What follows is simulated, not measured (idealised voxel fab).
You're looking at the process module voxel tone inversion.
FYI the section here is cut, 160 nm wide, cells are 5 nm squares.
Think of the cross-section as a grid of square cells. We describe it in bands, top to bottom, and each band covers one or more rows of those cells.
Per band: top height and bottom height in nm, followed by the left-to-right materials and their widths in nm; "edge to edge" marks a single material spanning edge to edge, "air" marks empty space.
Heights are measured from 0, the level below which the as-received wafer is all one material; the lowest band has no bottom and continues downward, written as in "z 0 and below".
Top row gets the first number, bottom row gets the second, and each row in between changes by the same step: that is how a band width like "30..40" works.
It should be understood that the words "left unchanged", when stated for a given step, signify that the cross-section underwent no change in any of its cells during that step.
Each empty space that has no open way to the top and spans at least 8 cells appears under "Voids lacking openings" as width x height at distance, the distance counted from the left edge, all in nm.
It should be noted that, on the line of a given step, the content following the step's settings is a remark produced by the simulator itself with respect to that step.
The line of a step may include "overlay nm". On a step with a mask, this value is how far to the right of its planned place the mask lay. A negative value means the mask lay to the left.

[Process steps (planned)]
step 1: RECEIVE: material Si
step 2: CONFORMAL_DEP: material SiN, thk nm 10
step 3: DIRECTIONAL_DEP: material aC, thk nm 15
step 4: PATTERN: tone cover, mask id POSTS, material resist, width nm 15, pitch nm 40, thk nm 20, overlay nm 0
step 5: DIRECTIONAL_ETCH: etch materials aC, depth nm 15
step 6: STRIP: etch materials resist
step 7: FILL_DEP: material SiO2, thk nm 5
step 8: CMP: height nm 25
step 9: STRIP: etch materials aC

[As-received wafer cross-section (after step 1)]
  z 0 and below: Si edge to edge
  Voids lacking openings: none

[Look at the cross-section after the module: the wafer started out the way shown above and the plan was the one shown above, yet one mistake was made along the way]
  z 25 to 10: air 30; aC 15; air 25; aC 15; air 25; aC 15; air 35
  z 10 to 0: SiN edge to edge
  z 0 and below: Si edge to edge
  Voids lacking openings: none
Processing error: step 9 ran as: STRIP: etch materials SiO2
